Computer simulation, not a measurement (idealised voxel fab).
The process module presented herein is designated voxel transistor to metal.
Cross-section cut: width 160 nm, square cells of 5 nm.
For the purposes of this document, a cross-section shall be understood as a grid of square cells, specified as bands listed in top-to-bottom order, each band consisting of one or more rows of cells.
Top, bottom (nm), then materials left to right with widths (nm); lone material tagged "all across" fills the whole band edge to edge; "empty" = empty space.
Convention: height 0 is the level below which the wafer, as received, is all one material. The lowest band does not terminate at the bottom but continues downward, represented as "0 -> down".
When a width is written as two numbers, as in "30->40", the first number is the width in the top row of cells of the band and the second is the width in its bottom row, and the width changes by the same amount from each row to the next.
"no alteration", as given for a step, is the statement that not any cell of the cross-section underwent a change during that step.
Closed-off voids of 8+ cells (no open route to the top) go in "Fully sealed cavities", written width x height at distance from the left edge, in nm.
Anything after a step's settings on that line? It's the simulator's own note about the step.
The "overlay nm" setting may appear on a step's line; for a step that uses a mask, it gives how far to the right of its planned position the mask lay, and a negative value indicates the left.

The following list gives the planned process steps:
1: RECEIVE (material Si)
2: CONFORMAL_DEP (material SiO2; thk nm 5)
3: CONFORMAL_DEP (material SiN; thk nm 15)
4: PATTERN (tone cover; mask id ACTIVE; material resist; width nm 95; thk nm 15; overlay nm 0)
5: DIRECTIONAL_ETCH (etch materials SiN; depth nm 15)
6: DIRECTIONAL_ETCH (etch materials SiO2; depth nm 5)
7: DIRECTIONAL_ETCH (etch materials Si; depth nm 20)
8: STRIP (etch materials resist)
9: FILL_DEP (material SiO2; thk nm 15)
10: CMP (height nm 20)
11: SELECTIVE_ETCH (etch materials SiO2; depth nm 10)
12: STRIP (etch materials SiN)
13: SELECTIVE_ETCH (etch materials SiO2; depth nm 5)
14: OXIDIZE (depth nm 5)
15: DIRECTIONAL_DEP (material polySi; thk nm 25)
16: DIRECTIONAL_DEP (material SiCN; thk nm 15)
17: PATTERN (tone cover; mask id GATE; material resist; width nm 25; thk nm 15; overlay nm 0)
18: DIRECTIONAL_ETCH (etch materials SiCN; depth nm 25)
19: DIRECTIONAL_ETCH (etch materials polySi; depth nm 35)
20: STRIP (etch materials resist)
21: CONFORMAL_DEP (material SiO2; thk nm 5)
22: DIRECTIONAL_ETCH (etch materials SiO2; depth nm 5)
23: CONFORMAL_DEP (material SiN; thk nm 5)
24: DIRECTIONAL_ETCH (etch materials SiN; depth nm 5)
25: DIRECTIONAL_ETCH (etch materials SiO2; depth nm 5)
26: DIRECTIONAL_ETCH (etch materials Si; depth nm 15)
27: EPI (material SiGe; thk nm 15)
28: FILL_DEP (material SiO2; thk nm 5)
29: CMP (height nm 25)
30: STRIP (etch materials polySi)
31: SELECTIVE_ETCH (etch materials SiO2; depth nm 5)
32: CONFORMAL_DEP (material HfO2; thk nm 5)
33: CONFORMAL_DEP (material TiN; thk nm 5)
34: FILL_DEP (material W; thk nm 5)
35: CMP (height nm 20)
36: DIRECTIONAL_DEP (material SiO2; thk nm 15)
37: PATTERN (tone open; mask id CONTACT; material resist; width nm 15; pitch nm 70; thk nm 20; overlay nm 0)
38: DIRECTIONAL_ETCH (etch materials SiO2; depth nm 25)
39: STRIP (etch materials resist)
40: CONFORMAL_DEP (material TiN; thk nm 5)
41: FILL_DEP (material Ru; thk nm 10)
42: CMP (height nm 35)
43: DIRECTIONAL_DEP (material TiN; thk nm 5)
44: DIRECTIONAL_DEP (material W; thk nm 25)
45: PATTERN (tone cover; mask id METAL_1; material resist; width nm 15; pitch nm 70; thk nm 20; overlay nm 0)
46: DIRECTIONAL_ETCH (etch materials W; depth nm 25)
47: DIRECTIONAL_ETCH (etch materials TiN; depth nm 5)
48: STRIP (etch materials resist)
49: FILL_DEP (material SiO2; thk nm 5)
50: CMP (height nm 65)
51: CONFORMAL_DEP (material SiCN; thk nm 5)
52: DIRECTIONAL_DEP (material SiO2; thk nm 30)
53: PATTERN (tone open; mask id METAL_2; material resist; width nm 15; pitch nm 70; thk nm 20; overlay nm 0)
54: DIRECTIONAL_ETCH (etch materials SiO2; depth nm 20)
55: STRIP (etch materials resist)
56: MASKED_ETCH (tone open; mask id METAL_2_HOLES; width nm 15; pitch nm 70; etch materials SiO2; depth nm 10; overlay nm 0)
57: MASKED_ETCH (tone open; mask id METAL_2_HOLES; width nm 15; pitch nm 70; etch materials SiCN; depth nm 5; overlay nm 0)
58: CONFORMAL_DEP (material TiN; thk nm 5)
59: FILL_DEP (material Ru; thk nm 5)
60: CMP (height nm 100)
61: CONFORMAL_DEP (material SiCN; thk nm 5)

Step 1 complete: cross-section of the wafer as received:
> 0 -> down = Si all across
> Fully sealed cavities: none

The following cross-section depicts the wafer upon conclusion of the module. Processing commenced from the starting condition illustrated above and adhered to the plan illustrated above, save for one mistake in execution:
> 105 -> 100 = SiCN all across
> 100 -> 70 = SiO2 (35); TiN (5); Ru (5); TiN (5); SiO2 (55); TiN (5); Ru (5); TiN (5); SiO2 (40)
> 70 -> 65 = SiCN (35); TiN (15); SiCN (55); TiN (15); SiCN (40)
> 65 -> 40 = SiO2 (35); W (15); SiO2 (55); W (15); SiO2 (40)
> 40 -> 35 = SiO2 (35); TiN (15); SiO2 (55); TiN (15); SiO2 (40)
> 35 -> 20 = SiO2 (35); TiN (5); Ru (5); TiN (5); SiO2 (55); TiN (5); Ru (5); TiN (5); SiO2 (40)
> 20 -> 15 = SiO2 (35); TiN (5); Ru (5); TiN (5); SiO2 (10); SiN (5); HfO2 (5); TiN (5); W (5); TiN (5); HfO2 (5); SiN (5); SiO2 (10); TiN (5); Ru (5); TiN (5); SiO2 (40)
> 15 -> 10 = SiO2 (35); TiN (15); SiO2 (10); SiN (5); HfO2 (5); TiN (5); W (5); TiN (5); HfO2 (5); SiN (5); SiO2 (10); TiN (15); SiO2 (40)
> 10 -> 5 = SiO2 (45); SiGe (15); SiN (5); HfO2 (5); TiN (5); W (5); TiN (5); HfO2 (5); SiN (5); SiGe (15); SiO2 (50)
> 5 -> 0 = SiO2 (45); SiGe (15); SiN (5); HfO2 (5); TiN (15); HfO2 (5); SiN (5); SiGe (15); SiO2 (50)
> 0 -> -5 = SiO2 (25); SiN (5); SiO2 (15); SiGe (15); SiN (5); HfO2 (25); SiN (5); SiGe (15); SiO2 (15); SiN (5); SiO2 (30)
> -5 -> -20 = SiO2 (30); SiGe (30); Si (35); SiGe (30); SiO2 (35)
> -20 -> down = Si all across
> Fully sealed cavities: none
Against the plan, the run slipped here: no execution of plan step 21; skipped
